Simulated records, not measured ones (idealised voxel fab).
You're looking at the process module voxel capacitor over wiring.
Cross-section cut: width 140 nm, square cells of 5 nm.
Cross-sections here: square-cell grids, written as top-down lists of bands, a band being one or more rows of cells.
Each band's line starts with the height of the band's top and of its bottom, in nm. Then come its materials from left to right, each with its width in nm. One material with "all across" fills the band from edge to edge. "air" is empty space.
Measure heights from 0. That's the level where, below it, the as-received wafer is all one material. The lowest band is bottomless and extends downward; write it as in "0..down".
Per-row width for "30..40": begins at first number (top row of band), ends at second number (bottom row), increment between rows held constant.
The designation "nothing different", where it is given for a processing step, indicates that no cell of the cross-section was altered in the course of that step.
"Catalogued sealed voids": empty spaces of 8 cells or more with no open way to the top, each given as width x height at distance, distance from the left edge, all in nm.
Heads up: the bit after the settings on a step's line is the simulator's remark on that step.
overlay nm: mask offset rightward from planned place, masked step; negative means leftward offset.
SET OUT BELOW ARE THE PLANNED STEPS OF THE PROCESS
1,RECEIVE with material Si
2,CONFORMAL_DEP with material SiO2, thk nm 10
3,DIRECTIONAL_DEP with material TiN, thk nm 5
4,DIRECTIONAL_DEP with material Ru, thk nm 15
5,MASKED_ETCH with tone cover, mask id METAL_1, width nm 20, pitch nm 80, etch materials Ru, depth nm 15, overlay nm 0
6,MASKED_ETCH with tone cover, mask id METAL_1, width nm 20, pitch nm 80, etch materials TiN, depth nm 5, overlay nm 0
7,CONFORMAL_DEP with material SiCN, thk nm 5
8,FILL_DEP with material SiO2, thk nm 10
9,CMP with height nm 30
10,CONFORMAL_DEP with material SiCN, thk nm 5
11,DIRECTIONAL_DEP with material lowk, thk nm 15
12,MASKED_ETCH with tone open, mask id PLUG_1, width nm 15, etch materials lowk, depth nm 15, overlay nm 0
13,MASKED_ETCH with tone open, mask id PLUG_1, width nm 15, etch materials SiCN, depth nm 5, overlay nm 0
14,EPI with material Ru, thk nm 10
15,EPI with material Ru, thk nm 10
16,DIRECTIONAL_DEP with material TiN, thk nm 10
17,DIRECTIONAL_DEP with material SiN, thk nm 5
18,DIRECTIONAL_DEP with material TiN, thk nm 5
19,PATTERN with tone cover, mask id UPPER_PLATE, material resist, width nm 65, thk nm 15, overlay nm 0
20,DIRECTIONAL_ETCH with etch materials TiN, depth nm 5
21,DIRECTIONAL_ETCH with etch materials SiN, depth nm 5
22,STRIP with etch materials resist
23,DIRECTIONAL_DEP with material aC, thk nm 15
24,PATTERN with tone cover, mask id LOWER_PLATE, material resist, width nm 75, thk nm 30, overlay nm 0
25,DIRECTIONAL_ETCH with etch materials aC, depth nm 15
26,STRIP with etch materials resist
27,DIRECTIONAL_ETCH with etch materials TiN, depth nm 10
28,STRIP with etch materials aC
29,FILL_DEP with material SiO2, thk nm 15
30,CMP with height nm 80
31,PATTERN with tone open, mask id PLUG_2, material resist, width nm 15, thk nm 15, overlay nm 0
32,DIRECTIONAL_ETCH with etch materials SiO2, depth nm 10
33,STRIP with etch materials resist
34,CONFORMAL_DEP with material TiN, thk nm 5
35,FILL_DEP with material W, thk nm 5
36,CMP with height nm 80
37,CONFORMAL_DEP with material SiN, thk nm 5
THE FIRST WAFER OF TWO, PROCESSED AS PLANNED
RECEIVED-STATE CROSS-SECTION, REFLECTING COMPLETION OF STEP 1
0..down | Si all across
Catalogued sealed voids: none
PRESENTED HERE IS A CROSS-SECTION OF THE WAFER AFTER STEP 2 HAS BEEN PERFORMED
10..0 | SiO2 all across
Everything below 0 is unchanged.
PRESENTED HERE IS A CROSS-SECTION OF THE WAFER AFTER STEP 3 HAS BEEN PERFORMED
15..10 | TiN all across
Everything below 10 is unchanged.
PRESENTED HERE IS A CROSS-SECTION OF THE WAFER AFTER STEP 4 HAS BEEN PERFORMED
30..15 | Ru all across
Everything below 15 is unchanged.
PRESENTED HERE IS A CROSS-SECTION OF THE WAFER AFTER STEP 5 HAS BEEN PERFORMED
30..15 | air: 20, Ru: 20, air: 60, Ru: 20, air: 20
Everything below 15 is unchanged.
PRESENTED HERE IS A CROSS-SECTION OF THE WAFER AFTER STEP 6 HAS BEEN PERFORMED
30..15 | air: 20, Ru: 20, air: 60, Ru: 20, air: 20
15..10 | air: 20, TiN: 20, air: 60, TiN: 20, air: 20
Everything below 10 is unchanged.
PRESENTED HERE IS A CROSS-SECTION OF THE WAFER AFTER STEP 7 HAS BEEN PERFORMED
35..30 | air: 15, SiCN: 30, air: 50, SiCN: 30, air: 15
30..15 | air: 15, SiCN: 5, Ru: 20, SiCN: 5, air: 50, SiCN: 5, Ru: 20, SiCN: 5, air: 15
15..10 | SiCN: 20, TiN: 20, SiCN: 60, TiN: 20, SiCN: 20
Everything below 10 is unchanged.
PRESENTED HERE IS A CROSS-SECTION OF THE WAFER AFTER STEP 8 HAS BEEN PERFORMED
45..35 | SiO2 all across
35..30 | SiO2: 15, SiCN: 30, SiO2: 50, SiCN: 30, SiO2: 15
30..15 | SiO2: 15, SiCN: 5, Ru: 20, SiCN: 5, SiO2: 50, SiCN: 5, Ru: 20, SiCN: 5, SiO2: 15
Everything below 15 is unchanged.
PRESENTED HERE IS A CROSS-SECTION OF THE WAFER AFTER STEP 9 HAS BEEN PERFORMED
30..15 | SiO2: 15, SiCN: 5, Ru: 20, SiCN: 5, SiO2: 50, SiCN: 5, Ru: 20, SiCN: 5, SiO2: 15
Everything below 15 is unchanged.
PRESENTED HERE IS A CROSS-SECTION OF THE WAFER AFTER STEP 10 HAS BEEN PERFORMED
35..30 | SiCN all across
Everything below 30 is unchanged.
PRESENTED HERE IS A CROSS-SECTION OF THE WAFER AFTER STEP 11 HAS BEEN PERFORMED
50..35 | lowk all across
Everything below 35 is unchanged.
PRESENTED HERE IS A CROSS-SECTION OF THE WAFER AFTER STEP 12 HAS BEEN PERFORMED
50..35 | lowk: 25, air: 15, lowk: 100
Everything below 35 is unchanged.
PRESENTED HERE IS A CROSS-SECTION OF THE WAFER AFTER STEP 13 HAS BEEN PERFORMED
50..35 | lowk: 25, air: 15, lowk: 100
35..30 | SiCN: 25, air: 15, SiCN: 100
Everything below 30 is unchanged.
PRESENTED HERE IS A CROSS-SECTION OF THE WAFER AFTER STEP 14 HAS BEEN PERFORMED
50..40 | lowk: 25, air: 15, lowk: 100
40..35 | lowk: 25, Ru: 15, lowk: 100
35..30 | SiCN: 25, Ru: 15, SiCN: 100
Everything below 30 is unchanged.
PRESENTED HERE IS A CROSS-SECTION OF THE WAFER AFTER STEP 15 HAS BEEN PERFORMED
50..35 | lowk: 25, Ru: 15, lowk: 100
Everything below 35 is unchanged.
PRESENTED HERE IS A CROSS-SECTION OF THE WAFER AFTER STEP 16 HAS BEEN PERFORMED
60..50 | TiN all across
Everything below 50 is unchanged.
PRESENTED HERE IS A CROSS-SECTION OF THE WAFER AFTER STEP 17 HAS BEEN PERFORMED
65..60 | SiN all across
Everything below 60 is unchanged.
PRESENTED HERE IS A CROSS-SECTION OF THE WAFER AFTER STEP 18 HAS BEEN PERFORMED
70..65 | TiN all across
Everything below 65 is unchanged.
PRESENTED HERE IS A CROSS-SECTION OF THE WAFER AFTER STEP 19 HAS BEEN PERFORMED
85..70 | air: 25, resist: 65, air: 50
Everything below 70 is unchanged.
PRESENTED HERE IS A CROSS-SECTION OF THE WAFER AFTER STEP 20 HAS BEEN PERFORMED
85..70 | air: 25, resist: 65, air: 50
70..65 | air: 25, TiN: 65, air: 50
Everything below 65 is unchanged.
PRESENTED HERE IS A CROSS-SECTION OF THE WAFER AFTER STEP 21 HAS BEEN PERFORMED
85..70 | air: 25, resist: 65, air: 50
70..65 | air: 25, TiN: 65, air: 50
65..60 | air: 25, SiN: 65, air: 50
Everything below 60 is unchanged.
PRESENTED HERE IS A CROSS-SECTION OF THE WAFER AFTER STEP 22 HAS BEEN PERFORMED
70..65 | air: 25, TiN: 65, air: 50
Everything below 65 is unchanged.
PRESENTED HERE IS A CROSS-SECTION OF THE WAFER AFTER STEP 23 HAS BEEN PERFORMED
85..75 | air: 25, aC: 65, air: 50
75..70 | aC all across
70..65 | aC: 25, TiN: 65, aC: 50
65..60 | aC: 25, SiN: 65, aC: 50
Everything below 60 is unchanged.
PRESENTED HERE IS A CROSS-SECTION OF THE WAFER AFTER STEP 24 HAS BEEN PERFORMED
115..85 | air: 20, resist: 75, air: 45
85..75 | air: 20, resist: 5, aC: 65, resist: 5, air: 45
Everything below 75 is unchanged.
PRESENTED HERE IS A CROSS-SECTION OF THE WAFER AFTER STEP 25 HAS BEEN PERFORMED
100..85 | air: 20, resist: 75, air: 45
85..75 | air: 20, resist: 5, aC: 65, resist: 5, air: 45
75..70 | air: 20, aC: 75, air: 45
70..65 | air: 20, aC: 5, TiN: 65, aC: 5, air: 45
65..60 | air: 20, aC: 5, SiN: 65, aC: 5, air: 45
Everything below 60 is unchanged.
PRESENTED HERE IS A CROSS-SECTION OF THE WAFER AFTER STEP 26 HAS BEEN PERFORMED
85..75 | air: 25, aC: 65, air: 50
Everything below 75 is unchanged.
PRESENTED HERE IS A CROSS-SECTION OF THE WAFER AFTER STEP 27 HAS BEEN PERFORMED
85..75 | air: 25, aC: 65, air: 50
75..70 | air: 20, aC: 75, air: 45
70..65 | air: 20, aC: 5, TiN: 65, aC: 5, air: 45
65..60 | air: 20, aC: 5, SiN: 65, aC: 5, air: 45
60..50 | air: 20, TiN: 75, air: 45
Everything below 50 is unchanged.
PRESENTED HERE IS A CROSS-SECTION OF THE WAFER AFTER STEP 28 HAS BEEN PERFORMED
70..65 | air: 25, TiN: 65, air: 50
65..60 | air: 25, SiN: 65, air: 50
Everything below 60 is unchanged.
PRESENTED HERE IS A CROSS-SECTION OF THE WAFER AFTER STEP 29 HAS BEEN PERFORMED
85..70 | SiO2 all across
70..65 | SiO2: 25, TiN: 65, SiO2: 50
65..60 | SiO2: 25, SiN: 65, SiO2: 50
60..50 | SiO2: 20, TiN: 75, SiO2: 45
Everything below 50 is unchanged.
PRESENTED HERE IS A CROSS-SECTION OF THE WAFER AFTER STEP 30 HAS BEEN PERFORMED
80..70 | SiO2 all across
Everything below 70 is unchanged.
PRESENTED HERE IS A CROSS-SECTION OF THE WAFER AFTER STEP 31 HAS BEEN PERFORMED
95..80 | resist: 35, air: 15, resist: 90
Everything below 80 is unchanged.
PRESENTED HERE IS A CROSS-SECTION OF THE WAFER AFTER STEP 32 HAS BEEN PERFORMED
95..80 | resist: 35, air: 15, resist: 90
80..70 | SiO2: 35, air: 15, SiO2: 90
Everything below 70 is unchanged.
PRESENTED HERE IS A CROSS-SECTION OF THE WAFER AFTER STEP 33 HAS BEEN PERFORMED
80..70 | SiO2: 35, air: 15, SiO2: 90
Everything below 70 is unchanged.
PRESENTED HERE IS A CROSS-SECTION OF THE WAFER AFTER STEP 34 HAS BEEN PERFORMED
85..80 | TiN: 40, air: 5, TiN: 95
80..75 | SiO2: 35, TiN: 5, air: 5, TiN: 5, SiO2: 90
75..65 | SiO2: 35..25, TiN: 15..65, SiO2: 90..50
Everything below 65 is unchanged.
PRESENTED HERE IS A CROSS-SECTION OF THE WAFER AFTER STEP 35 HAS BEEN PERFORMED
90..85 | W all across
85..80 | TiN: 40, W: 5, TiN: 95
80..75 | SiO2: 35, TiN: 5, W: 5, TiN: 5, SiO2: 90
Everything below 75 is unchanged.
PRESENTED HERE IS A CROSS-SECTION OF THE WAFER AFTER STEP 36 HAS BEEN PERFORMED
80..75 | SiO2: 35, TiN: 5, W: 5, TiN: 5, SiO2: 90
Everything below 75 is unchanged.
PRESENTED HERE IS A CROSS-SECTION OF THE WAFER AFTER STEP 37 HAS BEEN PERFORMED
85..80 | SiN all across
Everything below 80 is unchanged.
SECOND OF TWO: SAME START, SAME PLAN, ONE RUN ERROR; STEPS UP TO AND INCLUDING 16 MATCH THE FIRST
SECOND WAFER, SECTION VIEW, TIME POINT: SCHEDULED END OF STEP 17
65..50 | TiN all across
Everything below 50 is unchanged.
SECOND WAFER, SECTION VIEW, TIME POINT: SCHEDULED END OF STEP 18
70..65 | SiN all across
Everything below 65 is unchanged.
SECOND WAFER, SECTION VIEW, TIME POINT: SCHEDULED END OF STEP 19
85..70 | air: 25, resist: 65, air: 50
Everything below 70 is unchanged.
Second wafer, section view, time point: scheduled end of step 20: nothing different
SECOND WAFER, SECTION VIEW, TIME POINT: SCHEDULED END OF STEP 21
85..70 | air: 25, resist: 65, air: 50
70..65 | air: 25, SiN: 65, air: 50
Everything below 65 is unchanged.
SECOND WAFER, SECTION VIEW, TIME POINT: SCHEDULED END OF STEP 22
70..65 | air: 25, SiN: 65, air: 50
Everything below 65 is unchanged.
SECOND WAFER, SECTION VIEW, TIME POINT: SCHEDULED END OF STEP 23
85..80 | air: 25, aC: 65, air: 50
80..70 | aC all across
70..65 | aC: 25, SiN: 65, aC: 50
Everything below 65 is unchanged.
SECOND WAFER, SECTION VIEW, TIME POINT: SCHEDULED END OF STEP 24
115..85 | air: 20, resist: 75, air: 45
85..80 | air: 20, resist: 5, aC: 65, resist: 5, air: 45
Everything below 80 is unchanged.
SECOND WAFER, SECTION VIEW, TIME POINT: SCHEDULED END OF STEP 25
100..85 | air: 20, resist: 75, air: 45
85..80 | air: 20, resist: 5, aC: 65, resist: 5, air: 45
80..70 | air: 20, aC: 75, air: 45
70..65 | air: 20, aC: 5, SiN: 65, aC: 5, air: 45
Everything below 65 is unchanged.
SECOND WAFER, SECTION VIEW, TIME POINT: SCHEDULED END OF STEP 26
85..80 | air: 25, aC: 65, air: 50
Everything below 80 is unchanged.
SECOND WAFER, SECTION VIEW, TIME POINT: SCHEDULED END OF STEP 27
85..80 | air: 25, aC: 65, air: 50
80..70 | air: 20, aC: 75, air: 45
70..65 | air: 20, aC: 5, SiN: 65, aC: 5, air: 45
65..55 | air: 20, TiN: 75, air: 45
Everything below 55 is unchanged.
SECOND WAFER, SECTION VIEW, TIME POINT: SCHEDULED END OF STEP 28
70..65 | air: 25, SiN: 65, air: 50
Everything below 65 is unchanged.
SECOND WAFER, SECTION VIEW, TIME POINT: SCHEDULED END OF STEP 29
85..70 | SiO2 all across
70..65 | SiO2: 25, SiN: 65, SiO2: 50
65..55 | SiO2: 20, TiN: 75, SiO2: 45
Everything below 55 is unchanged.
SECOND WAFER, SECTION VIEW, TIME POINT: SCHEDULED END OF STEP 30
80..70 | SiO2 all across
Everything below 70 is unchanged.
SECOND WAFER, SECTION VIEW, TIME POINT: SCHEDULED END OF STEP 31
95..80 | resist: 35, air: 15, resist: 90
Everything below 80 is unchanged.
SECOND WAFER, SECTION VIEW, TIME POINT: SCHEDULED END OF STEP 32
95..80 | resist: 35, air: 15, resist: 90
80..70 | SiO2: 35, air: 15, SiO2: 90
Everything below 70 is unchanged.
SECOND WAFER, SECTION VIEW, TIME POINT: SCHEDULED END OF STEP 33
80..70 | SiO2: 35, air: 15, SiO2: 90
Everything below 70 is unchanged.
SECOND WAFER, SECTION VIEW, TIME POINT: SCHEDULED END OF STEP 34
85..80 | TiN: 40, air: 5, TiN: 95
80..75 | SiO2: 35, TiN: 5, air: 5, TiN: 5, SiO2: 90
75..70 | SiO2: 35, TiN: 15, SiO2: 90
Everything below 70 is unchanged.
SECOND WAFER, SECTION VIEW, TIME POINT: SCHEDULED END OF STEP 35
90..85 | W all across
85..80 | TiN: 40, W: 5, TiN: 95
80..75 | SiO2: 35, TiN: 5, W: 5, TiN: 5, SiO2: 90
Everything below 75 is unchanged.
SECOND WAFER, SECTION VIEW, TIME POINT: SCHEDULED END OF STEP 36
80..75 | SiO2: 35, TiN: 5, W: 5, TiN: 5, SiO2: 90
Everything below 75 is unchanged.
SECOND WAFER, SECTION VIEW, TIME POINT: SCHEDULED END OF STEP 37
85..80 | SiN all across
Everything below 80 is unchanged.
Misprocessing identified: plan vs actual: 17 and 18 interchanged
End check, counted in cells, second wafer has more or fewer of these materials than the first: SiO2: 15 fewer; TiN: 15 more
